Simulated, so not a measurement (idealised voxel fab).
Title: Process Module voxel ribs on slabs
Section shown: cut. Width: 210 nm. Cell size: 5 nm, square.
A cross-section is written here as square cells arranged in a grid, and it is given in bands from the top down, each band taking up one or more rows of cells.
For a band, the entry starts with two heights in nm, that of the top and then that of the bottom, and carries on with the band's materials in order from left to right, each alongside its width in nm; the word "everywhere" beside a single material means it fills the band edge to edge, and "empty" means empty space.
Ref level 0: as-received wafer is one material below here. Bottom band extends down with no lower bound ("top 0, no bottom").
A width given as "30->40" starts at the first number in the band's top row and ends at the second number in its bottom row, shifting by an equal amount at every step from row to row.
Where a step carries "remains unaltered", the cross-section came out of it unchanged, cell for cell.
"Enclosed empty spaces" enumerates empty spaces isolated from the top, with no open way to it, that contain at least 8 cells, giving each as width x height at distance from the left edge, all three in nm.
Text after the settings on a step's line: the simulator's own remark on that step.
"overlay nm" answers the question of how far to the right of plan the mask lay on a step that has a mask, and when it is negative the answer is to the left.
-- The steps planned for the process are as follows
1: RECEIVE with material Si
2: DIRECTIONAL_DEP with material SiO2, thk nm 25
3: DIRECTIONAL_DEP with material SiN, thk nm 25
4: DIRECTIONAL_DEP with material aC, thk nm 10
5: PATTERN with tone cover, mask id RIB, material resist, width nm 15, thk nm 25, overlay nm 0
6: DIRECTIONAL_ETCH with etch materials aC, depth nm 10
7: STRIP with etch materials resist
8: DIRECTIONAL_ETCH with etch materials SiN, depth nm 20
9: STRIP with etch materials aC
10: PATTERN with tone cover, mask id SLAB, material resist, width nm 45, thk nm 15, overlay nm 0
11: DIRECTIONAL_ETCH with etch materials SiN, depth nm 5
12: STRIP with etch materials resist
13: FILL_DEP with material SiO2, thk nm 20
14: CMP with height nm 60
15: DIRECTIONAL_DEP with material W, thk nm 10
16: MASKED_ETCH with tone cover, mask id HEATER, width nm 25, etch materials W, depth nm 10, overlay nm 0
17: CONFORMAL_DEP with material SiO2, thk nm 5
-- Step 1 complete: cross-section of the wafer as received
top 0, no bottom: Si everywhere
Enclosed empty spaces: none
-- The module was run from the start shown above using the plan shown above, but one mistake was made doing it; the resulting wafer cross-section is below
top 75, bottom 70: empty (90), then SiO2 (25), then empty (95)
top 70, bottom 65: empty (90), then SiO2 (5), then W (15), then SiO2 (5), then empty (95)
top 65, bottom 60: SiO2 (95), then W (15), then SiO2 (100)
top 60, bottom 50: SiO2 everywhere
top 50, bottom 30: SiO2 (95), then SiN (15), then SiO2 (100)
top 30, bottom 25: SiO2 (80), then SiN (45), then SiO2 (85)
top 25, bottom 0: SiO2 everywhere
top 0, no bottom: Si everywhere
Enclosed empty spaces: none
The plan and the run diverged here: in deviation from the planned setting, step 16 was conducted as MASKED_ETCH with tone cover, mask id HEATER, width nm 15, etch materials W, depth nm 10, overlay nm 0
